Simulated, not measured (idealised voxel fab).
Process module heading - voxel transistor to metal
Pictured: cross-section cut, 185 nm wide, on a grid of 5 nm square cells.
Square cells in a grid make up a cross-section in this document, and the grid is given as bands, listed from the top down, each one or more rows of cells. In this notation a band is specified by the heights of its top and bottom, in that order and in nm, after which its materials appear from left to right, each paired with its width in nm. The word "edge to edge" attached to a single material means that material fills the band from edge to edge; the word "air" stands for empty space. Convention: height 0 is the level below which the wafer, as received, is all one material. The lowest band does not terminate at the bottom but continues downward, represented as "z 0 and below". A width such as "30->40" changes by the same amount from each row of cells to the next, from the band's top row to its bottom row. When a step is marked "no modification", none of the cells in the cross-section changed during that step. Entry "Enclosed empty spaces". Content: empty spaces with no open connection to the top, size 8 cells or greater. Each: width x height at distance. Distance: from left edge. Unit: nm. On a step's line, text after the settings is the simulator commenting on that step. The "overlay nm" setting may appear on a step's line; for a step that uses a mask, it gives how far to the right of its planned position the mask lay, and a negative value indicates the left.
-- List of planned process steps
1 RECEIVE (material Si)
2 OXIDIZE (depth nm 5)
3 CONFORMAL_DEP (material SiN; thk nm 15)
4 DIRECTIONAL_DEP (material aC; thk nm 10)
5 PATTERN (tone cover; mask id ACTIVE; material resist; width nm 105; thk nm 30; overlay nm 0)
6 DIRECTIONAL_ETCH (etch materials aC; depth nm 10)
7 STRIP (etch materials resist)
8 DIRECTIONAL_ETCH (etch materials SiN; depth nm 15)
9 DIRECTIONAL_ETCH (etch materials SiO2; depth nm 5)
10 DIRECTIONAL_ETCH (etch materials Si; depth nm 35)
11 STRIP (etch materials aC)
12 FILL_DEP (material SiO2; thk nm 10)
13 CMP (height nm 15)
14 SELECTIVE_ETCH (etch materials SiO2; depth nm 10)
15 STRIP (etch materials SiN)
16 SELECTIVE_ETCH (etch materials SiO2; depth nm 5)
17 OXIDIZE (depth nm 5)
18 DIRECTIONAL_DEP (material polySi; thk nm 20)
19 DIRECTIONAL_DEP (material SiCN; thk nm 10)
20 MASKED_ETCH (tone cover; mask id GATE; width nm 25; etch materials SiCN; depth nm 20; overlay nm 0)
21 MASKED_ETCH (tone cover; mask id GATE; width nm 25; etch materials polySi; depth nm 30; overlay nm 0)
22 CONFORMAL_DEP (material SiN; thk nm 5)
23 DIRECTIONAL_ETCH (etch materials SiN; depth nm 5)
24 DIRECTIONAL_ETCH (etch materials SiO2; depth nm 5)
25 DIRECTIONAL_ETCH (etch materials Si; depth nm 10)
26 EPI (material pSi; thk nm 10)
27 FILL_DEP (material SiO2; thk nm 10)
28 CMP (height nm 25)
29 DIRECTIONAL_DEP (material SiO2; thk nm 10)
30 PATTERN (tone open; mask id CONTACT; material resist; width nm 30; pitch nm 65; thk nm 15; overlay nm 0)
31 DIRECTIONAL_ETCH (etch materials SiO2; depth nm 45)
32 STRIP (etch materials resist)
33 CONFORMAL_DEP (material TiN; thk nm 5)
34 FILL_DEP (material Ru; thk nm 10)
35 CMP (height nm 35)
36 DIRECTIONAL_DEP (material TiN; thk nm 5)
37 DIRECTIONAL_DEP (material W; thk nm 20)
38 DIRECTIONAL_DEP (material aC; thk nm 15)
39 PATTERN (tone cover; mask id METAL_1; material resist; width nm 15; pitch nm 80; thk nm 35; overlay nm 0)
40 DIRECTIONAL_ETCH (etch materials aC; depth nm 15)
41 STRIP (etch materials resist)
42 DIRECTIONAL_ETCH (etch materials W; depth nm 20)
43 DIRECTIONAL_ETCH (etch materials TiN; depth nm 5)
44 STRIP (etch materials aC)
45 FILL_DEP (material SiO2; thk nm 10)
46 CMP (height nm 60)
47 CONFORMAL_DEP (material SiCN; thk nm 5)
48 DIRECTIONAL_DEP (material lowk; thk nm 30)
49 DIRECTIONAL_DEP (material aC; thk nm 10)
50 PATTERN (tone open; mask id METAL_2; material resist; width nm 15; pitch nm 80; thk nm 25; overlay nm 0)
51 DIRECTIONAL_ETCH (etch materials aC; depth nm 10)
52 STRIP (etch materials resist)
53 DIRECTIONAL_ETCH (etch materials lowk; depth nm 15)
54 STRIP (etch materials aC)
55 DIRECTIONAL_DEP (material aC; thk nm 10)
56 PATTERN (tone open; mask id METAL_2_HOLES; material resist; width nm 15; pitch nm 80; thk nm 25; overlay nm 0)
57 DIRECTIONAL_ETCH (etch materials aC; depth nm 10)
58 STRIP (etch materials resist)
59 DIRECTIONAL_ETCH (etch materials lowk; depth nm 15)
60 DIRECTIONAL_ETCH (etch materials SiCN; depth nm 5)
61 STRIP (etch materials aC)
62 CONFORMAL_DEP (material TiN; thk nm 5)
63 FILL_DEP (material Cu; thk nm 10)
64 CMP (height nm 95)
65 CONFORMAL_DEP (material SiCN; thk nm 5)
-- Incoming wafer, cross-sectional view, post step 1
* z 0 and below = Si edge to edge
* Enclosed empty spaces: none
-- first wafer at the end, as planned
* z 100 to 95 = SiCN edge to edge
* z 95 to 65 = 45 of lowk | 5 of TiN | 5 of Cu | 5 of TiN | 65 of lowk | 5 of TiN | 5 of Cu | 5 of TiN | 45 of lowk
* z 65 to 60 = 45 of SiCN | 15 of TiN | 65 of SiCN | 15 of TiN | 45 of SiCN
* z 60 to 40 = 45 of SiO2 | 15 of W | 65 of SiO2 | 15 of W | 45 of SiO2
* z 40 to 35 = 45 of SiO2 | 15 of TiN | 65 of SiO2 | 15 of TiN | 45 of SiO2
* z 35 to 25 = 45 of SiO2 | 5 of TiN | 20 of Ru | 5 of TiN | 35 of SiO2 | 5 of TiN | 20 of Ru | 5 of TiN | 45 of SiO2
* z 25 to 15 = 45 of SiO2 | 5 of TiN | 20 of Ru | 5 of TiN | 5 of SiN | 25 of SiCN | 5 of SiN | 5 of TiN | 20 of Ru | 5 of TiN | 45 of SiO2
* z 15 to 5 = 45 of SiO2 | 5 of TiN | 20 of Ru | 5 of TiN | 5 of SiN | 25 of polySi | 5 of SiN | 5 of TiN | 20 of Ru | 5 of TiN | 45 of SiO2
* z 5 to 0 = 45 of SiO2 | 5 of TiN | 10 of Ru | 15 of TiN | 5 of SiN | 25 of polySi | 5 of SiN | 15 of TiN | 10 of Ru | 5 of TiN | 45 of SiO2
* z 0 to -5 = 35 of SiO2 | 5 of SiN | 5 of SiO2 | 5 of TiN | 10 of Ru | 5 of TiN | 10 of pSi | 5 of SiN | 25 of polySi | 5 of SiN | 10 of pSi | 5 of TiN | 10 of Ru | 5 of TiN | 5 of SiO2 | 5 of SiN | 35 of SiO2
* z -5 to -10 = 45 of SiO2 | 20 of TiN | 10 of pSi | 35 of SiO2 | 10 of pSi | 20 of TiN | 45 of SiO2
* z -10 to -20 = 40 of SiO2 | 35 of pSi | 35 of Si | 35 of pSi | 40 of SiO2
* z -20 to -40 = 40 of SiO2 | 105 of Si | 40 of SiO2
* z -40 and below = Si edge to edge
* Enclosed empty spaces: none
-- So this is wafer number two of the two, cut at the end of the module - it started where the first did and had the same plan, we just got one thing wrong running it
* z 100 to 95 = SiCN edge to edge
* z 95 to 65 = 45 of lowk | 5 of TiN | 5 of Cu | 5 of TiN | 65 of lowk | 5 of TiN | 5 of Cu | 5 of TiN | 45 of lowk
* z 65 to 60 = 45 of SiCN | 15 of TiN | 65 of SiCN | 15 of TiN | 45 of SiCN
* z 60 to 40 = 40 of SiO2 | 15 of W | 65 of SiO2 | 15 of W | 50 of SiO2
* z 40 to 35 = 40 of SiO2 | 15 of TiN | 65 of SiO2 | 15 of TiN | 50 of SiO2
* z 35 to 25 = 45 of SiO2 | 5 of TiN | 20 of Ru | 5 of TiN | 35 of SiO2 | 5 of TiN | 20 of Ru | 5 of TiN | 45 of SiO2
* z 25 to 15 = 45 of SiO2 | 5 of TiN | 20 of Ru | 5 of TiN | 5 of SiN | 25 of SiCN | 5 of SiN | 5 of TiN | 20 of Ru | 5 of TiN | 45 of SiO2
* z 15 to 5 = 45 of SiO2 | 5 of TiN | 20 of Ru | 5 of TiN | 5 of SiN | 25 of polySi | 5 of SiN | 5 of TiN | 20 of Ru | 5 of TiN | 45 of SiO2
* z 5 to 0 = 45 of SiO2 | 5 of TiN | 10 of Ru | 15 of TiN | 5 of SiN | 25 of polySi | 5 of SiN | 15 of TiN | 10 of Ru | 5 of TiN | 45 of SiO2
* z 0 to -5 = 35 of SiO2 | 5 of SiN | 5 of SiO2 | 5 of TiN | 10 of Ru | 5 of TiN | 10 of pSi | 5 of SiN | 25 of polySi | 5 of SiN | 10 of pSi | 5 of TiN | 10 of Ru | 5 of TiN | 5 of SiO2 | 5 of SiN | 35 of SiO2
* z -5 to -10 = 45 of SiO2 | 20 of TiN | 10 of pSi | 35 of SiO2 | 10 of pSi | 20 of TiN | 45 of SiO2
* z -10 to -20 = 40 of SiO2 | 35 of pSi | 35 of Si | 35 of pSi | 40 of SiO2
* z -20 to -40 = 40 of SiO2 | 105 of Si | 40 of SiO2
* z -40 and below = Si edge to edge
* Enclosed empty spaces: none
What was done differently from what was planned? rather than as planned, step 39 actually ran as PATTERN (tone cover; mask id METAL_1; material resist; width nm 15; pitch nm 80; thk nm 35; overlay nm -5)
Same inventory, different map: at the end, the second wafer holds as many cells of each material as the first, placed elsewhere.
